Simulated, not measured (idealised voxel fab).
Proc. module: voxel double patterning
For reference, the cross-section in this document is cut, with width 155 nm and square cells of 5 nm.
A cross-section in this document is a grid of square cells, and it is written down as bands, the top band listed before the ones below it; a band is made up of one or more rows of cells.
The band entry comprises the height of the band's top followed by the height of its bottom, expressed in nm, and subsequently the band's materials from left to right, each stated together with its width in nm. Where a single material is marked with the word "everywhere", that material fills the band from edge to edge. The word "blank" represents empty space.
Heights are measured from 0, the level below which the as-received wafer is all one material; the lowest band has no bottom and continues downward, written as in "top 0, no bottom".
A two-number width, for instance "30..40", indicates that the width is equal to the first number in the top row of the band and to the second number in the bottom row, and that it changes by a constant amount per row of cells.
Step note "remained unchanged" = no cross-section cell changed.
In the "Unvented voids" entry, you get each enclosed empty space of 8 cells or more, one with no open way to the top, written width x height at distance, distance from the left edge, in nm.
Step line, after settings: the simulator's comment on this step.
If you see "overlay nm" on a step's line and that step has a mask, it's telling you how far right of where it was planned the mask ended up; a negative number means it went left instead.
In what follows, pairs of cross-sections are presented, each taken before and after one process step, with the after cross-section shown only down to the lowest band that was altered; the step, together with its settings, is stated below the pair. The pairs may stem from different runs of this module on the same starting wafer; accordingly, a pair should be taken as continuing from the one above it solely where its entry headed "Before the process" indicates as much.

-- Before the process
  top 0, no bottom: Si everywhere
  Unvented voids: none

-- Post-Step Snapshot
  top 5, bottom 0: SiO2 everywhere
  below 0: unchanged
  Unvented voids: none
Between before and after, shown above: op CONFORMAL_DEP | material SiO2 | thk nm 5

Before the process: the pre-step structure is the one depicted after the step in the pair just above.

-- Post-Step Snapshot
  top 15, bottom 5: polySi everywhere
  below 5: unchanged
  Unvented voids: none
Between before and after, shown above: op DIRECTIONAL_DEP | material polySi | thk nm 10

Before the process: the pre-step structure is the one depicted after the step in the pair just above.

-- Post-Step Snapshot
  top 25, bottom 15: SiN everywhere
  below 15: unchanged
  Unvented voids: none
Between before and after, shown above: op DIRECTIONAL_DEP | material SiN | thk nm 10

Before the process: the pre-step structure is the one depicted after the step in the pair just above.

-- Post-Step Snapshot
  top 25, bottom 15: 20 nm SiN / 15 nm blank / 35 nm SiN / 15 nm blank / 35 nm SiN / 15 nm blank / 20 nm SiN
  below 15: unchanged
  Unvented voids: none
Between before and after, shown above: op MASKED_ETCH | tone open | mask id FIRST | width nm 15 | pitch nm 50 | etch materials SiN | depth nm 10 | overlay nm 0

Before the process: the pre-step structure is the one depicted after the step in the pair just above.

-- Post-Step Snapshot
  top 40, bottom 25: 45 nm resist / 15 nm blank / 35 nm resist / 15 nm blank / 45 nm resist
  top 25, bottom 15: 20 nm SiN / 15 nm resist / 35 nm SiN / 15 nm resist / 35 nm SiN / 15 nm resist / 20 nm SiN
  below 15: unchanged
  Unvented voids: none
Between before and after, shown above: op PATTERN | tone open | mask id SECOND | material resist | width nm 15 | pitch nm 50 | thk nm 15 | overlay nm 0

Before the process: the pre-step structure is the one depicted after the step in the pair just above.

-- Post-Step Snapshot
  top 40, bottom 25: 45 nm resist / 15 nm blank / 35 nm resist / 15 nm blank / 45 nm resist
  top 25, bottom 15: 20 nm SiN / 15 nm resist / 10 nm SiN / 15 nm blank / 10 nm SiN / 15 nm resist / 10 nm SiN / 15 nm blank / 10 nm SiN / 15 nm resist / 20 nm SiN
  below 15: unchanged
  Unvented voids: none
Between before and after, shown above: op DIRECTIONAL_ETCH | etch materials SiN | depth nm 10

Before the process: the pre-step structure is the one depicted after the step in the pair just above.

-- Post-Step Snapshot
  top 25, bottom 15: 20 nm SiN / 15 nm blank / 10 nm SiN / 15 nm blank / 10 nm SiN / 15 nm blank / 10 nm SiN / 15 nm blank / 10 nm SiN / 15 nm blank / 20 nm SiN
  below 15: unchanged
  Unvented voids: none
Between before and after, shown above: op STRIP | etch materials resist

Before the process: the pre-step structure is the one depicted after the step in the pair just above.

-- Post-Step Snapshot
  top 25, bottom 15: 20 nm SiN / 15 nm blank / 10 nm SiN / 15 nm blank / 10 nm SiN / 15 nm blank / 10 nm SiN / 15 nm blank / 10 nm SiN / 15 nm blank / 20 nm SiN
  top 15, bottom 5: 20 nm polySi / 15 nm blank / 10 nm polySi / 15 nm blank / 10 nm polySi / 15 nm blank / 10 nm polySi / 15 nm blank / 10 nm polySi / 15 nm blank / 20 nm polySi
  below 5: unchanged
  Unvented voids: none
Between before and after, shown above: op DIRECTIONAL_ETCH | etch materials polySi | depth nm 10

Before the process: the pre-step structure is the one depicted after the step in the pair just above.

-- Post-Step Snapshot
  top 15, bottom 5: 20 nm polySi / 15 nm blank / 10 nm polySi / 15 nm blank / 10 nm polySi / 15 nm blank / 10 nm polySi / 15 nm blank / 10 nm polySi / 15 nm blank / 20 nm polySi
  below 5: unchanged
  Unvented voids: none
Between before and after, shown above: op STRIP | etch materials SiN

-- Before the process
  top 0, no bottom: Si everywhere
  Unvented voids: none

-- Post-Step Snapshot
  top 10, bottom 0: polySi everywhere
  below 0: unchanged
  Unvented voids: none
Between before and after, shown above: op DIRECTIONAL_DEP | material polySi | thk nm 10

Before the process: the pre-step structure is the one depicted after the step in the pair just above.

-- Post-Step Snapshot
  top 15, bottom 10: SiO2 everywhere
  below 10: unchanged
  Unvented voids: none
Between before and after, shown above: op CONFORMAL_DEP | material SiO2 | thk nm 5

Before the process: the pre-step structure is the one depicted after the step in the pair just above.

-- Post-Step Snapshot
  top 25, bottom 15: SiN everywhere
  below 15: unchanged
  Unvented voids: none
Between before and after, shown above: op DIRECTIONAL_DEP | material SiN | thk nm 10

Before the process: the pre-step structure is the one depicted after the step in the pair just above.

-- Post-Step Snapshot
  top 25, bottom 15: 20 nm SiN / 15 nm blank / 35 nm SiN / 15 nm blank / 35 nm SiN / 15 nm blank / 20 nm SiN
  below 15: unchanged
  Unvented voids: none
Between before and after, shown above: op MASKED_ETCH | tone open | mask id FIRST | width nm 15 | pitch nm 50 | etch materials SiN | depth nm 10 | overlay nm 0

Before the process: the pre-step structure is the one depicted after the step in the pair just above.

-- Post-Step Snapshot
  top 40, bottom 25: 45 nm resist / 15 nm blank / 35 nm resist / 15 nm blank / 45 nm resist
  top 25, bottom 15: 20 nm SiN / 15 nm resist / 35 nm SiN / 15 nm resist / 35 nm SiN / 15 nm resist / 20 nm SiN
  below 15: unchanged
  Unvented voids: none
Between before and after, shown above: op PATTERN | tone open | mask id SECOND | material resist | width nm 15 | pitch nm 50 | thk nm 15 | overlay nm 0

Before the process: the pre-step structure is the one depicted after the step in the pair just above.

-- Post-Step Snapshot
  top 40, bottom 25: 45 nm resist / 15 nm blank / 35 nm resist / 15 nm blank / 45 nm resist
  top 25, bottom 15: 20 nm SiN / 15 nm resist / 10 nm SiN / 15 nm blank / 10 nm SiN / 15 nm resist / 10 nm SiN / 15 nm blank / 10 nm SiN / 15 nm resist / 20 nm SiN
  below 15: unchanged
  Unvented voids: none
Between before and after, shown above: op DIRECTIONAL_ETCH | etch materials SiN | depth nm 10

Before the process: the pre-step structure is the one depicted after the step in the pair just above.

-- Post-Step Snapshot
  top 25, bottom 15: 20 nm SiN / 15 nm blank / 10 nm SiN / 15 nm blank / 10 nm SiN / 15 nm blank / 10 nm SiN / 15 nm blank / 10 nm SiN / 15 nm blank / 20 nm SiN
  below 15: unchanged
  Unvented voids: none
Between before and after, shown above: op STRIP | etch materials resist

Before the process: the pre-step structure is the one depicted after the step in the pair just above.

-- Post-Step Snapshot
  top 15, bottom 10: SiO2 everywhere
  below 10: unchanged
  Unvented voids: none
Between before and after, shown above: op STRIP | etch materials SiN

-- Before the process
  top 0, no bottom: Si everywhere
  Unvented voids: none

-- Post-Step Snapshot
  top 15, bottom 0: SiO2 everywhere
  below 0: unchanged
  Unvented voids: none
Between before and after, shown above: op CONFORMAL_DEP | material SiO2 | thk nm 15

Before the process: the pre-step structure is the one depicted after the step in the pair just above.

-- Post-Step Snapshot
  top 25, bottom 15: polySi everywhere
  below 15: unchanged
  Unvented voids: none
Between before and after, shown above: op DIRECTIONAL_DEP | material polySi | thk nm 10

Before the process: the pre-step structure is the one depicted after the step in the pair just above.

-- Post-Step Snapshot
  top 35, bottom 25: SiN everywhere
  below 25: unchanged
  Unvented voids: none
Between before and after, shown above: op DIRECTIONAL_DEP | material SiN | thk nm 10

Before the process: the pre-step structure is the one depicted after the step in the pair just above.

-- Post-Step Snapshot
  top 35, bottom 25: 20 nm SiN / 15 nm blank / 35 nm SiN / 15 nm blank / 35 nm SiN / 15 nm blank / 20 nm SiN
  below 25: unchanged
  Unvented voids: none
Between before and after, shown above: op MASKED_ETCH | tone open | mask id FIRST | width nm 15 | pitch nm 50 | etch materials SiN | depth nm 10 | overlay nm 0

Before the process: the pre-step structure is the one depicted after the step in the pair just above.

-- Post-Step Snapshot
  top 50, bottom 35: 45 nm resist / 15 nm blank / 35 nm resist / 15 nm blank / 45 nm resist
  top 35, bottom 25: 20 nm SiN / 15 nm resist / 35 nm SiN / 15 nm resist / 35 nm SiN / 15 nm resist / 20 nm SiN
  below 25: unchanged
  Unvented voids: none
Between before and after, shown above: op PATTERN | tone open | mask id SECOND | material resist | width nm 15 | pitch nm 50 | thk nm 15 | overlay nm 0

Before the process: the pre-step structure is the one depicted after the step in the pair just above.

-- Post-Step Snapshot
  top 50, bottom 35: 45 nm resist / 15 nm blank / 35 nm resist / 15 nm blank / 45 nm resist
  top 35, bottom 25: 20 nm SiN / 15 nm resist / 10 nm SiN / 15 nm blank / 10 nm SiN / 15 nm resist / 10 nm SiN / 15 nm blank / 10 nm SiN / 15 nm resist / 20 nm SiN
  below 25: unchanged
  Unvented voids: none
Between before and after, shown above: op DIRECTIONAL_ETCH | etch materials SiN | depth nm 10

Before the process: the pre-step structure is the one depicted after the step in the pair just above.

-- Post-Step Snapshot
  top 35, bottom 25: 20 nm SiN / 15 nm blank / 10 nm SiN / 15 nm blank / 10 nm SiN / 15 nm blank / 10 nm SiN / 15 nm blank / 10 nm SiN / 15 nm blank / 20 nm SiN
  below 25: unchanged
  Unvented voids: none
Between before and after, shown above: op STRIP | etch materials resist

Before the process: the pre-step structure is the one depicted after the step in the pair just above.

-- Post-Step Snapshot
  top 35, bottom 25: 20 nm SiN / 15 nm blank / 10 nm SiN / 15 nm blank / 10 nm SiN / 15 nm blank / 10 nm SiN / 15 nm blank / 10 nm SiN / 15 nm blank / 20 nm SiN
  top 25, bottom 15: 20 nm polySi / 15 nm blank / 10 nm polySi / 15 nm blank / 10 nm polySi / 15 nm blank / 10 nm polySi / 15 nm blank / 10 nm polySi / 15 nm blank / 20 nm polySi
  below 15: unchanged
  Unvented voids: none
Between before and after, shown above: op DIRECTIONAL_ETCH | etch materials polySi | depth nm 10

Before the process: the pre-step structure is the one depicted after the step in the pair just above.

-- Post-Step Snapshot
  top 25, bottom 15: 20 nm polySi / 15 nm blank / 10 nm polySi / 15 nm blank / 10 nm polySi / 15 nm blank / 10 nm polySi / 15 nm blank / 10 nm polySi / 15 nm blank / 20 nm polySi
  below 15: unchanged
  Unvented voids: none
Between before and after, shown above: op STRIP | etch materials SiN

-- Before the process
  top 25, bottom 15: 20 nm SiN / 15 nm blank / 35 nm SiN / 15 nm blank / 35 nm SiN / 15 nm blank / 20 nm SiN
  top 15, bottom 5: polySi everywhere
  top 5, bottom 0: SiO2 everywhere
  top 0, no bottom: Si everywhere
  Unvented voids: none

-- Post-Step Snapshot
  top 40, bottom 25: 40 nm resist / 25 nm blank / 25 nm resist / 25 nm blank / 40 nm resist
  top 25, bottom 15: 20 nm SiN / 15 nm resist / 35 nm SiN / 15 nm resist / 35 nm SiN / 15 nm resist / 20 nm SiN
  below 15: unchanged
  Unvented voids: none
Between before and after, shown above: op PATTERN | tone open | mask id SECOND | material resist | width nm 25 | pitch nm 50 | thk nm 15 | overlay nm 0

Before the process: the pre-step structure is the one depicted after the step in the pair just above.

-- Post-Step Snapshot
  top 40, bottom 25: 40 nm resist / 25 nm blank / 25 nm resist / 25 nm blank / 40 nm resist
  top 25, bottom 15: 20 nm SiN / 15 nm resist / 5 nm SiN / 25 nm blank / 5 nm SiN / 15 nm resist / 5 nm SiN / 25 nm blank / 5 nm SiN / 15 nm resist / 20 nm SiN
  below 15: unchanged
  Unvented voids: none
Between before and after, shown above: op DIRECTIONAL_ETCH | etch materials SiN | depth nm 10

Before the process: the pre-step structure is the one depicted after the step in the pair just above.

-- Post-Step Snapshot
  top 25, bottom 15: 20 nm SiN / 15 nm blank / 5 nm SiN / 25 nm blank / 5 nm SiN / 15 nm blank / 5 nm SiN / 25 nm blank / 5 nm SiN / 15 nm blank / 20 nm SiN
  below 15: unchanged
  Unvented voids: none
Between before and after, shown above: op STRIP | etch materials resist

Before the process: the pre-step structure is the one depicted after the step in the pair just above.

-- Post-Step Snapshot
  top 25, bottom 15: 20 nm SiN / 15 nm blank / 5 nm SiN / 25 nm blank / 5 nm SiN / 15 nm blank / 5 nm SiN / 25 nm blank / 5 nm SiN / 15 nm blank / 20 nm SiN
  top 15, bottom 5: 20 nm polySi / 15 nm blank / 5 nm polySi / 25 nm blank / 5 nm polySi / 15 nm blank / 5 nm polySi / 25 nm blank / 5 nm polySi / 15 nm blank / 20 nm polySi
  below 5: unchanged
  Unvented voids: none
Between before and after, shown above: op DIRECTIONAL_ETCH | etch materials polySi | depth nm 10

Before the process: the pre-step structure is the one depicted after the step in the pair just above.

-- Post-Step Snapshot
  top 15, bottom 5: 20 nm polySi / 15 nm blank / 5 nm polySi / 25 nm blank / 5 nm polySi / 15 nm blank / 5 nm polySi / 25 nm blank / 5 nm polySi / 15 nm blank / 20 nm polySi
  below 5: unchanged
  Unvented voids: none
Between before and after, shown above: op STRIP | etch materials SiN

-- Before the process
  top 25, bottom 15: 20 nm SiN / 15 nm blank / 35 nm SiN / 15 nm blank / 35 nm SiN / 15 nm blank / 20 nm SiN
  top 15, bottom 5: polySi everywhere
  top 5, bottom 0: SiO2 everywhere
  top 0, no bottom: Si everywhere
  Unvented voids: none

-- Post-Step Snapshot
  top 40, bottom 25: 40 nm resist / 15 nm blank / 35 nm resist / 15 nm blank / 50 nm resist
  top 25, bottom 15: 20 nm SiN / 15 nm resist / 35 nm SiN / 15 nm resist / 35 nm SiN / 15 nm resist / 20 nm SiN
  below 15: unchanged
  Unvented voids: none
Between before and after, shown above: op PATTERN | tone open | mask id SECOND | material resist | width nm 15 | pitch nm 50 | thk nm 15 | overlay nm -5

Before the process: the pre-step structure is the one depicted after the step in the pair just above.

-- Post-Step Snapshot
  top 40, bottom 25: 40 nm resist / 15 nm blank / 35 nm resist / 15 nm blank / 50 nm resist
  top 25, bottom 15: 20 nm SiN / 15 nm resist / 5 nm SiN / 15 nm blank / 15 nm SiN / 15 nm resist / 5 nm SiN / 15 nm blank / 15 nm SiN / 15 nm resist / 20 nm SiN
  below 15: unchanged
  Unvented voids: none
Between before and after, shown above: op DIRECTIONAL_ETCH | etch materials SiN | depth nm 10

Before the process: the pre-step structure is the one depicted after the step in the pair just above.

-- Post-Step Snapshot
  top 25, bottom 15: 20 nm SiN / 15 nm blank / 5 nm SiN / 15 nm blank / 15 nm SiN / 15 nm blank / 5 nm SiN / 15 nm blank / 15 nm SiN / 15 nm blank / 20 nm SiN
  below 15: unchanged
  Unvented voids: none
Between before and after, shown above: op STRIP | etch materials resist

Before the process: the pre-step structure is the one depicted after the step in the pair just above.

-- Post-Step Snapshot
  top 25, bottom 15: 20 nm SiN / 15 nm blank / 5 nm SiN / 15 nm blank / 15 nm SiN / 15 nm blank / 5 nm SiN / 15 nm blank / 15 nm SiN / 15 nm blank / 20 nm SiN
  top 15, bottom 5: 20 nm polySi / 15 nm blank / 5 nm polySi / 15 nm blank / 15 nm polySi / 15 nm blank / 5 nm polySi / 15 nm blank / 15 nm polySi / 15 nm blank / 20 nm polySi
  below 5: unchanged
  Unvented voids: none
Between before and after, shown above: op DIRECTIONAL_ETCH | etch materials polySi | depth nm 10

Before the process: the pre-step structure is the one depicted after the step in the pair just above.

-- Post-Step Snapshot
  top 15, bottom 5: 20 nm polySi / 15 nm blank / 5 nm polySi / 15 nm blank / 15 nm polySi / 15 nm blank / 5 nm polySi / 15 nm blank / 15 nm polySi / 15 nm blank / 20 nm polySi
  below 5: unchanged
  Unvented voids: none
Between before and after, shown above: op STRIP | etch materials SiN

-- Before the process
  top 5, bottom 0: SiO2 everywhere
  top 0, no bottom: Si everywhere
  Unvented voids: none

-- Post-Step Snapshot
  top 15, bottom 0: SiO2 everywhere
  below 0: unchanged
  Unvented voids: none
Between before and after, shown above: op DIRECTIONAL_DEP | material SiO2 | thk nm 10

Before the process: the pre-step structure is the one depicted after the step in the pair just above.

-- Post-Step Snapshot
  top 25, bottom 15: SiN everywhere
  below 15: unchanged
  Unvented voids: none
Between before and after, shown above: op DIRECTIONAL_DEP | material SiN | thk nm 10

Before the process: the pre-step structure is the one depicted after the step in the pair just above.

-- Post-Step Snapshot
  top 25, bottom 15: 20 nm SiN / 15 nm blank / 35 nm SiN / 15 nm blank / 35 nm SiN / 15 nm blank / 20 nm SiN
  below 15: unchanged
  Unvented voids: none
Between before and after, shown above: op MASKED_ETCH | tone open | mask id FIRST | width nm 15 | pitch nm 50 | etch materials SiN | depth nm 10 | overlay nm 0

Before the process: the pre-step structure is the one depicted after the step in the pair just above.

-- Post-Step Snapshot
  top 40, bottom 25: 45 nm resist / 15 nm blank / 35 nm resist / 15 nm blank / 45 nm resist
  top 25, bottom 15: 20 nm SiN / 15 nm resist / 35 nm SiN / 15 nm resist / 35 nm SiN / 15 nm resist / 20 nm SiN
  below 15: unchanged
  Unvented voids: none
Between before and after, shown above: op PATTERN | tone open | mask id SECOND | material resist | width nm 15 | pitch nm 50 | thk nm 15 | overlay nm 0

Before the process: the pre-step structure is the one depicted after the step in the pair just above.

-- Post-Step Snapshot
  top 40, bottom 25: 45 nm resist / 15 nm blank / 35 nm resist / 15 nm blank / 45 nm resist
  top 25, bottom 15: 20 nm SiN / 15 nm resist / 10 nm SiN / 15 nm blank / 10 nm SiN / 15 nm resist / 10 nm SiN / 15 nm blank / 10 nm SiN / 15 nm resist / 20 nm SiN
  below 15: unchanged
  Unvented voids: none
Between before and after, shown above: op DIRECTIONAL_ETCH | etch materials SiN | depth nm 10

Before the process: the pre-step structure is the one depicted after the step in the pair just above.

-- Post-Step Snapshot
  top 25, bottom 15: 20 nm SiN / 15 nm blank / 10 nm SiN / 15 nm blank / 10 nm SiN / 15 nm blank / 10 nm SiN / 15 nm blank / 10 nm SiN / 15 nm blank / 20 nm SiN
  below 15: unchanged
  Unvented voids: none
Between before and after, shown above: op STRIP | etch materials resist

Before the process: the pre-step structure is the one depicted after the step in the pair just above.

-- Post-Step Snapshot
  top 15, bottom 0: SiO2 everywhere
  below 0: unchanged
  Unvented voids: none
Between before and after, shown above: op STRIP | etch materials SiN

-- Before the process
  top 25, bottom 15: SiN everywhere
  top 15, bottom 5: polySi everywhere
  top 5, bottom 0: SiO2 everywhere
  top 0, no bottom: Si everywhere
  Unvented voids: none

-- Post-Step Snapshot
  top 25, bottom 15: 20 nm blank / 15 nm SiN / 35 nm blank / 15 nm SiN / 35 nm blank / 15 nm SiN / 20 nm blank
  below 15: unchanged
  Unvented voids: none
Between before and after, shown above: op MASKED_ETCH | tone cover | mask id FIRST | width nm 15 | pitch nm 50 | etch materials SiN | depth nm 10 | overlay nm 0

Before the process: the pre-step structure is the one depicted after the step in the pair just above.

-- Post-Step Snapshot
  top 40, bottom 25: 45 nm resist / 15 nm blank / 35 nm resist / 15 nm blank / 45 nm resist
  top 25, bottom 15: 20 nm resist / 15 nm SiN / 10 nm resist / 15 nm blank / 10 nm resist / 15 nm SiN / 10 nm resist / 15 nm blank / 10 nm resist / 15 nm SiN / 20 nm resist
  below 15: unchanged
  Unvented voids: none
Between before and after, shown above: op PATTERN | tone open | mask id SECOND | material resist | width nm 15 | pitch nm 50 | thk nm 15 | overlay nm 0

Before the process: the pre-step structure is the one depicted after the step in the pair just above.

-- Post-Step Snapshot
  top 25, bottom 15: 20 nm blank / 15 nm SiN / 35 nm blank / 15 nm SiN / 35 nm blank / 15 nm SiN / 20 nm blank
  below 15: unchanged
  Unvented voids: none
Between before and after, shown above: op STRIP | etch materials resist

Before the process: the pre-step structure is the one depicted after the step in the pair just above.

-- Post-Step Snapshot
  top 25, bottom 15: 20 nm blank / 15 nm SiN / 35 nm blank / 15 nm SiN / 35 nm blank / 15 nm SiN / 20 nm blank
  top 15, bottom 5: 20 nm blank / 15 nm polySi / 35 nm blank / 15 nm polySi / 35 nm blank / 15 nm polySi / 20 nm blank
  below 5: unchanged
  Unvented voids: none
Between before and after, shown above: op DIRECTIONAL_ETCH | etch materials polySi | depth nm 10

Before the process: the pre-step structure is the one depicted after the step in the pair just above.

-- Post-Step Snapshot
  top 15, bottom 5: 20 nm blank / 15 nm polySi / 35 nm blank / 15 nm polySi / 35 nm blank / 15 nm polySi / 20 nm blank
  below 5: unchanged
  Unvented voids: none
Between before and after, shown above: op STRIP | etch materials SiN
